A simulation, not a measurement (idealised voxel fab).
process module | voxel transistor to metal
cross-section cut | 210 nm wide | cells 5 nm
A cross-section is a grid of square cells, given in bands from the top down. A band is one or more rows of cells.
Each band's line starts with the height of the band's top and of its bottom, in nm. Then come its materials from left to right, each with its width in nm. One material with "throughout" fills the band from edge to edge. "air" is empty space.
Height 0 is the level under which the wafer as received is all one material. The lowest band goes on downwards, as in "0 down".
A width such as "30 to 40" changes by the same amount from each row of cells to the next, from the band's top row to its bottom row.
"no change" after a step means that no cell of the cross-section changed.
closed voids: empty space of 8 cells or more with no open way to the top, each as width x height at its distance from the left edge, in nm
after a step's settings: what the simulator itself notes on the step
overlay nm, on a step with a mask: how far to the right of its planned place the mask lay; to the left if negative
plan
1 op RECEIVE | material Si
2 op OXIDIZE | depth nm 5
3 op CONFORMAL_DEP | material SiN | thk nm 15
4 op PATTERN | tone cover | mask id ACTIVE | material resist | width nm 115 | thk nm 15 | overlay nm 0
5 op DIRECTIONAL_ETCH | etch materials SiN | depth nm 15
6 op DIRECTIONAL_ETCH | etch materials SiO2 | depth nm 5
7 op DIRECTIONAL_ETCH | etch materials Si | depth nm 30
8 op STRIP | etch materials resist
9 op OXIDIZE | depth nm 5
10 op FILL_DEP | material SiO2 | thk nm 10
11 op CMP | height nm 15
12 op SELECTIVE_ETCH | etch materials SiO2 | depth nm 10
13 op STRIP | etch materials SiN
14 op SELECTIVE_ETCH | etch materials SiO2 | depth nm 5
15 op OXIDIZE | depth nm 5
16 op DIRECTIONAL_DEP | material polySi | thk nm 20
17 op DIRECTIONAL_DEP | material SiCN | thk nm 15
18 op DIRECTIONAL_DEP | material aC | thk nm 10
19 op PATTERN | tone cover | mask id GATE | material resist | width nm 25 | thk nm 25 | overlay nm 0
20 op DIRECTIONAL_ETCH | etch materials aC | depth nm 10
21 op STRIP | etch materials resist
22 op DIRECTIONAL_ETCH | etch materials SiCN | depth nm 25
23 op DIRECTIONAL_ETCH | etch materials polySi | depth nm 30
24 op STRIP | etch materials aC
25 op CONFORMAL_DEP | material SiO2 | thk nm 5
26 op DIRECTIONAL_ETCH | etch materials SiO2 | depth nm 5
27 op CONFORMAL_DEP | material SiN | thk nm 5
28 op DIRECTIONAL_ETCH | etch materials SiN | depth nm 5
29 op DIRECTIONAL_ETCH | etch materials SiO2 | depth nm 5
30 op DIRECTIONAL_ETCH | etch materials Si | depth nm 5
31 op EPI | material SiGe | thk nm 10
32 op FILL_DEP | material SiO2 | thk nm 5
33 op CMP | height nm 30
34 op DIRECTIONAL_DEP | material SiO2 | thk nm 10
35 op DIRECTIONAL_DEP | material aC | thk nm 10
36 op PATTERN | tone open | mask id CONTACT | material resist | width nm 35 | pitch nm 70 | thk nm 30 | overlay nm 0
37 op DIRECTIONAL_ETCH | etch materials aC | depth nm 10
38 op STRIP | etch materials resist
39 op DIRECTIONAL_ETCH | etch materials SiO2 | depth nm 45
40 op STRIP | etch materials aC
41 op CONFORMAL_DEP | material TiN | thk nm 5
42 op FILL_DEP | material Ru | thk nm 5
43 op CMP | height nm 40
44 op DIRECTIONAL_DEP | material TiN | thk nm 5
45 op DIRECTIONAL_DEP | material W | thk nm 15
46 op MASKED_ETCH | tone cover | mask id METAL_1 | width nm 20 | pitch nm 85 | etch materials W | depth nm 15 | overlay nm 0
47 op MASKED_ETCH | tone cover | mask id METAL_1 | width nm 20 | pitch nm 85 | etch materials TiN | depth nm 5 | overlay nm 0
48 op CONFORMAL_DEP | material SiN | thk nm 5
49 op FILL_DEP | material SiO2 | thk nm 10
50 op CMP | height nm 60
51 op CONFORMAL_DEP | material SiCN | thk nm 5
52 op DIRECTIONAL_DEP | material SiO2 | thk nm 25
53 op PATTERN | tone open | mask id METAL_2 | material resist | width nm 20 | pitch nm 85 | thk nm 20 | overlay nm 0
54 op DIRECTIONAL_ETCH | etch materials SiO2 | depth nm 15
55 op STRIP | etch materials resist
56 op PATTERN | tone open | mask id METAL_2_HOLES | material resist | width nm 15 | pitch nm 85 | thk nm 20 | overlay nm 0
57 op DIRECTIONAL_ETCH | etch materials SiO2 | depth nm 10
58 op DIRECTIONAL_ETCH | etch materials SiCN | depth nm 5
59 op STRIP | etch materials resist
60 op CONFORMAL_DEP | material TiN | thk nm 5
61 op FILL_DEP | material Cu | thk nm 5
62 op CMP | height nm 90
63 op CONFORMAL_DEP | material SiN | thk nm 5
first wafer, as planned
as received, after step 1
  0 down: Si throughout
  closed voids: none
after step 2
  0 to -5: SiO2 throughout
  below -5: unchanged
after step 3
  15 to 0: SiN throughout
  below 0: unchanged
after step 4
  30 to 15: air 45 | resist 115 | air 50
  below 15: unchanged
after step 5
  30 to 15: air 45 | resist 115 | air 50
  15 to 0: air 45 | SiN 115 | air 50
  below 0: unchanged
after step 6
  30 to 15: air 45 | resist 115 | air 50
  15 to 0: air 45 | SiN 115 | air 50
  0 to -5: air 45 | SiO2 115 | air 50
  below -5: unchanged
after step 7
  30 to 15: air 45 | resist 115 | air 50
  15 to 0: air 45 | SiN 115 | air 50
  0 to -5: air 45 | SiO2 115 | air 50
  -5 to -35: air 45 | Si 115 | air 50
  below -35: unchanged
after step 8
  15 to 0: air 45 | SiN 115 | air 50
  below 0: unchanged
after step 9
  15 to 0: air 45 | SiN 115 | air 50
  0 to -5: air 45 | SiO2 115 | air 50
  -5 to -35: air 45 | SiO2 5 | Si 105 | SiO2 5 | air 50
  -35 to -40: SiO2 50 | Si 105 | SiO2 55
  below -40: unchanged
after step 10
  25 to 15: SiO2 throughout
  15 to 0: SiO2 45 | SiN 115 | SiO2 50
  0 to -5: SiO2 throughout
  -5 to -40: SiO2 50 | Si 105 | SiO2 55
  below -40: unchanged
after step 11
  15 to 0: SiO2 45 | SiN 115 | SiO2 50
  below 0: unchanged
after step 12
  15 to 5: air 45 | SiN 115 | air 50
  below 5: unchanged
after step 13
  5 to 0: SiO2 45 | air 115 | SiO2 50
  below 0: unchanged
after step 14
  0 to -5: SiO2 40 | air 125 | SiO2 45
  below -5: unchanged
after step 15
  0 to -5: SiO2 40 | air 125 | SiO2 45
  -5 to -10: SiO2 throughout
  below -10: unchanged
after step 16
  20 to 15: polySi 40 | air 125 | polySi 45
  15 to 0: polySi throughout
  0 to -5: SiO2 40 | polySi 125 | SiO2 45
  below -5: unchanged
after step 17
  35 to 30: SiCN 40 | air 125 | SiCN 45
  30 to 20: SiCN throughout
  20 to 15: polySi 40 | SiCN 125 | polySi 45
  below 15: unchanged
after step 18
  45 to 40: aC 40 | air 125 | aC 45
  40 to 35: aC throughout
  35 to 30: SiCN 40 | aC 125 | SiCN 45
  below 30: unchanged
after step 19
  70 to 45: air 90 | resist 25 | air 95
  45 to 40: aC 40 | air 50 | resist 25 | air 50 | aC 45
  below 40: unchanged
after step 20
  60 to 40: air 90 | resist 25 | air 95
  40 to 35: air 90 | aC 25 | air 95
  35 to 30: SiCN 40 | air 50 | aC 25 | air 50 | SiCN 45
  below 30: unchanged
after step 21
  40 to 35: air 90 | aC 25 | air 95
  below 35: unchanged
after step 22
  40 to 30: air 90 | aC 25 | air 95
  30 to 20: air 90 | SiCN 25 | air 95
  20 to 15: polySi 40 | air 50 | SiCN 25 | air 50 | polySi 45
  below 15: unchanged
after step 23
  40 to 30: air 90 | aC 25 | air 95
  30 to 15: air 90 | SiCN 25 | air 95
  15 to 0: air 90 | polySi 25 | air 95
  0 to -5: SiO2 40 | air 50 | polySi 25 | air 50 | SiO2 45
  below -5: unchanged
after step 24
  30 to 15: air 90 | SiCN 25 | air 95
  below 15: unchanged
after step 25
  35 to 30: air 85 | SiO2 35 | air 90
  30 to 15: air 85 | SiO2 5 | SiCN 25 | SiO2 5 | air 90
  15 to 5: air 85 | SiO2 5 | polySi 25 | SiO2 5 | air 90
  5 to 0: SiO2 45 | air 40 | SiO2 5 | polySi 25 | SiO2 5 | air 40 | SiO2 50
  0 to -5: SiO2 90 | polySi 25 | SiO2 95
  below -5: unchanged
after step 26
  30 to 15: air 85 | SiO2 5 | SiCN 25 | SiO2 5 | air 90
  15 to 0: air 85 | SiO2 5 | polySi 25 | SiO2 5 | air 90
  0 to -5: SiO2 45 | air 40 | SiO2 5 | polySi 25 | SiO2 5 | air 40 | SiO2 50
  below -5: unchanged
after step 27
  35 to 30: air 80 | SiN 45 | air 85
  30 to 15: air 80 | SiN 5 | SiO2 5 | SiCN 25 | SiO2 5 | SiN 5 | air 85
  15 to 5: air 80 | SiN 5 | SiO2 5 | polySi 25 | SiO2 5 | SiN 5 | air 85
  5 to 0: SiN 50 | air 30 | SiN 5 | SiO2 5 | polySi 25 | SiO2 5 | SiN 5 | air 30 | SiN 55
  0 to -5: SiO2 45 | SiN 40 | SiO2 5 | polySi 25 | SiO2 5 | SiN 40 | SiO2 50
  below -5: unchanged
after step 28
  30 to 15: air 80 | SiN 5 | SiO2 5 | SiCN 25 | SiO2 5 | SiN 5 | air 85
  15 to 0: air 80 | SiN 5 | SiO2 5 | polySi 25 | SiO2 5 | SiN 5 | air 85
  0 to -5: SiO2 45 | SiN 5 | air 30 | SiN 5 | SiO2 5 | polySi 25 | SiO2 5 | SiN 5 | air 30 | SiN 5 | SiO2 50
  below -5: unchanged
after step 29
  30 to 25: air 80 | SiN 5 | air 5 | SiCN 25 | air 5 | SiN 5 | air 85
  25 to 15: air 80 | SiN 5 | SiO2 5 | SiCN 25 | SiO2 5 | SiN 5 | air 85
  15 to 0: air 80 | SiN 5 | SiO2 5 | polySi 25 | SiO2 5 | SiN 5 | air 85
  0 to -5: air 45 | SiN 5 | air 30 | SiN 5 | SiO2 5 | polySi 25 | SiO2 5 | SiN 5 | air 30 | SiN 5 | air 50
  -5 to -10: SiO2 50 | air 30 | SiO2 45 | air 30 | SiO2 55
  below -10: unchanged
after step 30
  30 to 25: air 80 | SiN 5 | air 5 | SiCN 25 | air 5 | SiN 5 | air 85
  25 to 15: air 80 | SiN 5 | SiO2 5 | SiCN 25 | SiO2 5 | SiN 5 | air 85
  15 to 0: air 80 | SiN 5 | SiO2 5 | polySi 25 | SiO2 5 | SiN 5 | air 85
  0 to -5: air 45 | SiN 5 | air 30 | SiN 5 | SiO2 5 | polySi 25 | SiO2 5 | SiN 5 | air 30 | SiN 5 | air 50
  -5 to -10: SiO2 50 | air 30 | SiO2 45 | air 30 | SiO2 55
  -10 to -15: SiO2 50 | air 30 | Si 45 | air 30 | SiO2 55
  below -15: unchanged
after step 31
  30 to 25: air 80 | SiN 5 | air 5 | SiCN 25 | air 5 | SiN 5 | air 85
  25 to 15: air 80 | SiN 5 | SiO2 5 | SiCN 25 | SiO2 5 | SiN 5 | air 85
  15 to 0: air 80 | SiN 5 | SiO2 5 | polySi 25 | SiO2 5 | SiN 5 | air 85
  0 to -5: air 45 | SiN 5 | air 20 | SiGe 10 | SiN 5 | SiO2 5 | polySi 25 | SiO2 5 | SiN 5 | SiGe 10 | air 20 | SiN 5 | air 50
  -5 to -10: SiO2 50 | SiGe 30 | SiO2 45 | SiGe 30 | SiO2 55
  -10 to -15: SiO2 50 | SiGe 30 | Si 45 | SiGe 30 | SiO2 55
  below -15: unchanged
after step 32
  35 to 30: SiO2 throughout
  30 to 15: SiO2 80 | SiN 5 | SiO2 5 | SiCN 25 | SiO2 5 | SiN 5 | SiO2 85
  15 to 0: SiO2 80 | SiN 5 | SiO2 5 | polySi 25 | SiO2 5 | SiN 5 | SiO2 85
  0 to -5: SiO2 45 | SiN 5 | SiO2 20 | SiGe 10 | SiN 5 | SiO2 5 | polySi 25 | SiO2 5 | SiN 5 | SiGe 10 | SiO2 20 | SiN 5 | SiO2 50
  below -5: unchanged
after step 33
  30 to 15: SiO2 80 | SiN 5 | SiO2 5 | SiCN 25 | SiO2 5 | SiN 5 | SiO2 85
  below 15: unchanged
after step 34
  40 to 30: SiO2 throughout
  below 30: unchanged
after step 35
  50 to 40: aC throughout
  below 40: unchanged
after step 36
  80 to 50: resist 50 | air 35 | resist 35 | air 35 | resist 55
  below 50: unchanged
after step 37
  70 to 50: resist 50 | air 35 | resist 35 | air 35 | resist 55
  50 to 40: aC 50 | air 35 | aC 35 | air 35 | aC 55
  below 40: unchanged
after step 38
  50 to 40: aC 50 | air 35 | aC 35 | air 35 | aC 55
  below 40: unchanged
after step 39
  50 to 40: aC 50 | air 35 | aC 35 | air 35 | aC 55
  40 to 30: SiO2 50 | air 35 | SiO2 35 | air 35 | SiO2 55
  30 to 15: SiO2 50 | air 30 | SiN 5 | SiO2 5 | SiCN 25 | SiO2 5 | SiN 5 | air 30 | SiO2 55
  15 to 0: SiO2 50 | air 30 | SiN 5 | SiO2 5 | polySi 25 | SiO2 5 | SiN 5 | air 30 | SiO2 55
  0 to -5: SiO2 45 | SiN 5 | air 20 | SiGe 10 | SiN 5 | SiO2 5 | polySi 25 | SiO2 5 | SiN 5 | SiGe 10 | air 20 | SiN 5 | SiO2 50
  below -5: unchanged
after step 40
  40 to 30: SiO2 50 | air 35 | SiO2 35 | air 35 | SiO2 55
  below 30: unchanged
after step 41
  45 to 40: TiN 55 | air 25 | TiN 45 | air 25 | TiN 60
  40 to 30: SiO2 50 | TiN 5 | air 25 to 20 | TiN 5 to 10 | SiO2 35 | TiN 5 to 10 | air 25 to 20 | TiN 5 | SiO2 55
  30 to 15: SiO2 50 | TiN 5 | air 20 | TiN 5 | SiN 5 | SiO2 5 | SiCN 25 | SiO2 5 | SiN 5 | TiN 5 | air 20 | TiN 5 | SiO2 55
  15 to 5: SiO2 50 | TiN 5 | air 20 | TiN 5 | SiN 5 | SiO2 5 | polySi 25 | SiO2 5 | SiN 5 | TiN 5 | air 20 | TiN 5 | SiO2 55
  5 to 0: SiO2 50 | TiN 5 | air 10 | TiN 15 | SiN 5 | SiO2 5 | polySi 25 | SiO2 5 | SiN 5 | TiN 15 | air 10 | TiN 5 | SiO2 55
  0 to -5: SiO2 45 | SiN 5 | TiN 20 | SiGe 10 | SiN 5 | SiO2 5 | polySi 25 | SiO2 5 | SiN 5 | SiGe 10 | TiN 20 | SiN 5 | SiO2 50
  below -5: unchanged
after step 42
  50 to 45: Ru throughout
  45 to 40: TiN 55 | Ru 25 | TiN 45 | Ru 25 | TiN 60
  40 to 30: SiO2 50 | TiN 5 | Ru 25 to 20 | TiN 5 to 10 | SiO2 35 | TiN 5 to 10 | Ru 25 to 20 | TiN 5 | SiO2 55
  30 to 15: SiO2 50 | TiN 5 | Ru 20 | TiN 5 | SiN 5 | SiO2 5 | SiCN 25 | SiO2 5 | SiN 5 | TiN 5 | Ru 20 | TiN 5 | SiO2 55
  15 to 5: SiO2 50 | TiN 5 | Ru 20 | TiN 5 | SiN 5 | SiO2 5 | polySi 25 | SiO2 5 | SiN 5 | TiN 5 | Ru 20 | TiN 5 | SiO2 55
  5 to 0: SiO2 50 | TiN 5 | Ru 10 | TiN 15 | SiN 5 | SiO2 5 | polySi 25 | SiO2 5 | SiN 5 | TiN 15 | Ru 10 | TiN 5 | SiO2 55
  below 0: unchanged
after step 43
  40 to 30: SiO2 50 | TiN 5 | Ru 25 to 20 | TiN 5 to 10 | SiO2 35 | TiN 5 to 10 | Ru 25 to 20 | TiN 5 | SiO2 55
  below 30: unchanged
after step 44
  45 to 40: TiN throughout
  below 40: unchanged
after step 45
  60 to 45: W throughout
  below 45: unchanged
after step 46
  60 to 45: air 50 | W 20 | air 65 | W 20 | air 55
  below 45: unchanged
after step 47
  60 to 45: air 50 | W 20 | air 65 | W 20 | air 55
  45 to 40: air 50 | TiN 20 | air 65 | TiN 20 | air 55
  below 40: unchanged
after step 48
  65 to 60: air 45 | SiN 30 | air 55 | SiN 30 | air 50
  60 to 45: air 45 | SiN 5 | W 20 | SiN 5 | air 55 | SiN 5 | W 20 | SiN 5 | air 50
  45 to 40: SiN 50 | TiN 20 | SiN 65 | TiN 20 | SiN 55
  below 40: unchanged
after step 49
  75 to 65: SiO2 throughout
  65 to 60: SiO2 45 | SiN 30 | SiO2 55 | SiN 30 | SiO2 50
  60 to 45: SiO2 45 | SiN 5 | W 20 | SiN 5 | SiO2 55 | SiN 5 | W 20 | SiN 5 | SiO2 50
  below 45: unchanged
after step 50
  60 to 45: SiO2 45 | SiN 5 | W 20 | SiN 5 | SiO2 55 | SiN 5 | W 20 | SiN 5 | SiO2 50
  below 45: unchanged
after step 51
  65 to 60: SiCN throughout
  below 60: unchanged
after step 52
  90 to 65: SiO2 throughout
  below 65: unchanged
after step 53
  110 to 90: resist 50 | air 20 | resist 65 | air 20 | resist 55
  below 90: unchanged
after step 54
  110 to 90: resist 50 | air 20 | resist 65 | air 20 | resist 55
  90 to 75: SiO2 50 | air 20 | SiO2 65 | air 20 | SiO2 55
  below 75: unchanged
after step 55
  90 to 75: SiO2 50 | air 20 | SiO2 65 | air 20 | SiO2 55
  below 75: unchanged
after step 56
  110 to 90: resist 50 | air 15 | resist 70 | air 15 | resist 60
  90 to 75: SiO2 50 | air 15 | resist 5 | SiO2 65 | air 15 | resist 5 | SiO2 55
  below 75: unchanged
after step 57
  110 to 90: resist 50 | air 15 | resist 70 | air 15 | resist 60
  90 to 75: SiO2 50 | air 15 | resist 5 | SiO2 65 | air 15 | resist 5 | SiO2 55
  75 to 65: SiO2 50 | air 15 | SiO2 70 | air 15 | SiO2 60
  below 65: unchanged
after step 58
  110 to 90: resist 50 | air 15 | resist 70 | air 15 | resist 60
  90 to 75: SiO2 50 | air 15 | resist 5 | SiO2 65 | air 15 | resist 5 | SiO2 55
  75 to 65: SiO2 50 | air 15 | SiO2 70 | air 15 | SiO2 60
  65 to 60: SiCN 50 | air 15 | SiCN 70 | air 15 | SiCN 60
  below 60: unchanged
after step 59
  90 to 75: SiO2 50 | air 20 | SiO2 65 | air 20 | SiO2 55
  below 75: unchanged
after step 60
  95 to 90: TiN 55 | air 10 | TiN 75 | air 10 | TiN 60
  90 to 80: SiO2 50 | TiN 5 | air 10 | TiN 5 | SiO2 65 | TiN 5 | air 10 | TiN 5 | SiO2 55
  80 to 75: SiO2 50 | TiN 5 | air 5 | TiN 10 | SiO2 65 | TiN 5 | air 5 | TiN 10 | SiO2 55
  75 to 65: SiO2 50 | TiN 5 | air 5 | TiN 5 | SiO2 70 | TiN 5 | air 5 | TiN 5 | SiO2 60
  65 to 60: SiCN 50 | TiN 15 | SiCN 70 | TiN 15 | SiCN 60
  below 60: unchanged
after step 61
  100 to 95: Cu throughout
  95 to 90: TiN 55 | Cu 10 | TiN 75 | Cu 10 | TiN 60
  90 to 80: SiO2 50 | TiN 5 | Cu 10 | TiN 5 | SiO2 65 | TiN 5 | Cu 10 | TiN 5 | SiO2 55
  80 to 75: SiO2 50 | TiN 5 | Cu 5 | TiN 10 | SiO2 65 | TiN 5 | Cu 5 | TiN 10 | SiO2 55
  75 to 65: SiO2 50 | TiN 5 | Cu 5 | TiN 5 | SiO2 70 | TiN 5 | Cu 5 | TiN 5 | SiO2 60
  below 65: unchanged
after step 62
  90 to 80: SiO2 50 | TiN 5 | Cu 10 | TiN 5 | SiO2 65 | TiN 5 | Cu 10 | TiN 5 | SiO2 55
  below 80: unchanged
after step 63
  95 to 90: SiN throughout
  below 90: unchanged
second wafer: like start, like plan, one mistake. Through step 35 it matches the first wafer
when step 36 should have ended
  80 to 50: resist 40 | air 35 | resist 35 | air 35 | resist 65
  below 50: unchanged
when step 37 should have ended
  70 to 50: resist 40 | air 35 | resist 35 | air 35 | resist 65
  50 to 40: aC 40 | air 35 | aC 35 | air 35 | aC 65
  below 40: unchanged
when step 38 should have ended
  50 to 40: aC 40 | air 35 | aC 35 | air 35 | aC 65
  below 40: unchanged
when step 39 should have ended
  50 to 40: aC 40 | air 35 | aC 35 | air 35 | aC 65
  40 to 30: SiO2 40 | air 35 | SiO2 35 | air 35 | SiO2 65
  30 to 15: SiO2 40 | air 35 | SiO2 5 | SiN 5 | SiO2 5 | SiCN 25 | air 5 | SiN 5 | air 20 | SiO2 65
  15 to 0: SiO2 40 | air 35 | SiO2 5 | SiN 5 | SiO2 5 | polySi 25 | air 5 | SiN 5 | air 20 | SiO2 65
  0 to -5: SiO2 40 | air 5 | SiN 5 | air 20 | SiGe 10 | SiN 5 | SiO2 5 | polySi 25 | air 5 | SiN 5 | SiGe 10 | air 10 | SiO2 10 | SiN 5 | SiO2 50
  below -5: unchanged
when step 40 should have ended
  40 to 30: SiO2 40 | air 35 | SiO2 35 | air 35 | SiO2 65
  below 30: unchanged
when step 41 should have ended
  45 to 40: TiN 45 | air 25 | TiN 45 | air 25 | TiN 70
  40 to 30: SiO2 40 | TiN 5 | air 25 | TiN 5 | SiO2 35 | TiN 5 to 20 | air 25 to 10 | TiN 5 | SiO2 65
  30 to 15: SiO2 40 | TiN 5 | air 25 | TiN 5 | SiO2 5 | SiN 5 | SiO2 5 | SiCN 25 | TiN 5 | SiN 5 | TiN 5 | air 10 | TiN 5 | SiO2 65
  15 to 5: SiO2 40 | TiN 5 | air 25 | TiN 5 | SiO2 5 | SiN 5 | SiO2 5 | polySi 25 | TiN 5 | SiN 5 | TiN 5 | air 10 | TiN 5 | SiO2 65
  5 to 0: SiO2 40 | TiN 15 | air 10 | TiN 10 | SiO2 5 | SiN 5 | SiO2 5 | polySi 25 | TiN 5 | SiN 5 | TiN 20 | SiO2 65
  0 to -5: SiO2 40 | TiN 5 | SiN 5 | TiN 20 | SiGe 10 | SiN 5 | SiO2 5 | polySi 25 | TiN 5 | SiN 5 | SiGe 10 | TiN 10 | SiO2 10 | SiN 5 | SiO2 50
  below -5: unchanged
when step 42 should have ended
  50 to 45: Ru throughout
  45 to 40: TiN 45 | Ru 25 | TiN 45 | Ru 25 | TiN 70
  40 to 30: SiO2 40 | TiN 5 | Ru 25 | TiN 5 | SiO2 35 | TiN 5 to 20 | Ru 25 to 10 | TiN 5 | SiO2 65
  30 to 15: SiO2 40 | TiN 5 | Ru 25 | TiN 5 | SiO2 5 | SiN 5 | SiO2 5 | SiCN 25 | TiN 5 | SiN 5 | TiN 5 | Ru 10 | TiN 5 | SiO2 65
  15 to 5: SiO2 40 | TiN 5 | Ru 25 | TiN 5 | SiO2 5 | SiN 5 | SiO2 5 | polySi 25 | TiN 5 | SiN 5 | TiN 5 | Ru 10 | TiN 5 | SiO2 65
  5 to 0: SiO2 40 | TiN 15 | Ru 10 | TiN 10 | SiO2 5 | SiN 5 | SiO2 5 | polySi 25 | TiN 5 | SiN 5 | TiN 20 | SiO2 65
  below 0: unchanged
when step 43 should have ended
  40 to 30: SiO2 40 | TiN 5 | Ru 25 | TiN 5 | SiO2 35 | TiN 5 to 20 | Ru 25 to 10 | TiN 5 | SiO2 65
  below 30: unchanged
when step 44 should have ended
  45 to 40: TiN throughout
  below 40: unchanged
when step 45 should have ended
  60 to 45: W throughout
  below 45: unchanged
when step 46 should have ended
  60 to 45: air 50 | W 20 | air 65 | W 20 | air 55
  below 45: unchanged
when step 47 should have ended
  60 to 45: air 50 | W 20 | air 65 | W 20 | air 55
  45 to 40: air 50 | TiN 20 | air 65 | TiN 20 | air 55
  below 40: unchanged
when step 48 should have ended
  65 to 60: air 45 | SiN 30 | air 55 | SiN 30 | air 50
  60 to 45: air 45 | SiN 5 | W 20 | SiN 5 | air 55 | SiN 5 | W 20 | SiN 5 | air 50
  45 to 40: SiN 50 | TiN 20 | SiN 65 | TiN 20 | SiN 55
  below 40: unchanged
when step 49 should have ended
  75 to 65: SiO2 throughout
  65 to 60: SiO2 45 | SiN 30 | SiO2 55 | SiN 30 | SiO2 50
  60 to 45: SiO2 45 | SiN 5 | W 20 | SiN 5 | SiO2 55 | SiN 5 | W 20 | SiN 5 | SiO2 50
  below 45: unchanged
when step 50 should have ended
  60 to 45: SiO2 45 | SiN 5 | W 20 | SiN 5 | SiO2 55 | SiN 5 | W 20 | SiN 5 | SiO2 50
  below 45: unchanged
when step 51 should have ended
  65 to 60: SiCN throughout
  below 60: unchanged
when step 52 should have ended
  90 to 65: SiO2 throughout
  below 65: unchanged
when step 53 should have ended
  110 to 90: resist 50 | air 20 | resist 65 | air 20 | resist 55
  below 90: unchanged
when step 54 should have ended
  110 to 90: resist 50 | air 20 | resist 65 | air 20 | resist 55
  90 to 75: SiO2 50 | air 20 | SiO2 65 | air 20 | SiO2 55
  below 75: unchanged
when step 55 should have ended
  90 to 75: SiO2 50 | air 20 | SiO2 65 | air 20 | SiO2 55
  below 75: unchanged
when step 56 should have ended
  110 to 90: resist 50 | air 15 | resist 70 | air 15 | resist 60
  90 to 75: SiO2 50 | air 15 | resist 5 | SiO2 65 | air 15 | resist 5 | SiO2 55
  below 75: unchanged
when step 57 should have ended
  110 to 90: resist 50 | air 15 | resist 70 | air 15 | resist 60
  90 to 75: SiO2 50 | air 15 | resist 5 | SiO2 65 | air 15 | resist 5 | SiO2 55
  75 to 65: SiO2 50 | air 15 | SiO2 70 | air 15 | SiO2 60
  below 65: unchanged
when step 58 should have ended
  110 to 90: resist 50 | air 15 | resist 70 | air 15 | resist 60
  90 to 75: SiO2 50 | air 15 | resist 5 | SiO2 65 | air 15 | resist 5 | SiO2 55
  75 to 65: SiO2 50 | air 15 | SiO2 70 | air 15 | SiO2 60
  65 to 60: SiCN 50 | air 15 | SiCN 70 | air 15 | SiCN 60
  below 60: unchanged
when step 59 should have ended
  90 to 75: SiO2 50 | air 20 | SiO2 65 | air 20 | SiO2 55
  below 75: unchanged
when step 60 should have ended
  95 to 90: TiN 55 | air 10 | TiN 75 | air 10 | TiN 60
  90 to 80: SiO2 50 | TiN 5 | air 10 | TiN 5 | SiO2 65 | TiN 5 | air 10 | TiN 5 | SiO2 55
  80 to 75: SiO2 50 | TiN 5 | air 5 | TiN 10 | SiO2 65 | TiN 5 | air 5 | TiN 10 | SiO2 55
  75 to 65: SiO2 50 | TiN 5 | air 5 | TiN 5 | SiO2 70 | TiN 5 | air 5 | TiN 5 | SiO2 60
  65 to 60: SiCN 50 | TiN 15 | SiCN 70 | TiN 15 | SiCN 60
  below 60: unchanged
when step 61 should have ended
  100 to 95: Cu throughout
  95 to 90: TiN 55 | Cu 10 | TiN 75 | Cu 10 | TiN 60
  90 to 80: SiO2 50 | TiN 5 | Cu 10 | TiN 5 | SiO2 65 | TiN 5 | Cu 10 | TiN 5 | SiO2 55
  80 to 75: SiO2 50 | TiN 5 | Cu 5 | TiN 10 | SiO2 65 | TiN 5 | Cu 5 | TiN 10 | SiO2 55
  75 to 65: SiO2 50 | TiN 5 | Cu 5 | TiN 5 | SiO2 70 | TiN 5 | Cu 5 | TiN 5 | SiO2 60
  below 65: unchanged
when step 62 should have ended
  90 to 80: SiO2 50 | TiN 5 | Cu 10 | TiN 5 | SiO2 65 | TiN 5 | Cu 10 | TiN 5 | SiO2 55
  below 80: unchanged
when step 63 should have ended
  95 to 90: SiN throughout
  below 90: unchanged
what went wrong: step 36 ran as: op PATTERN | tone open | mask id CONTACT | material resist | width nm 35 | pitch nm 70 | thk nm 30 | overlay nm -10
at the end the second wafer has, in cells: 8 fewer of Ru | 8 more of TiN
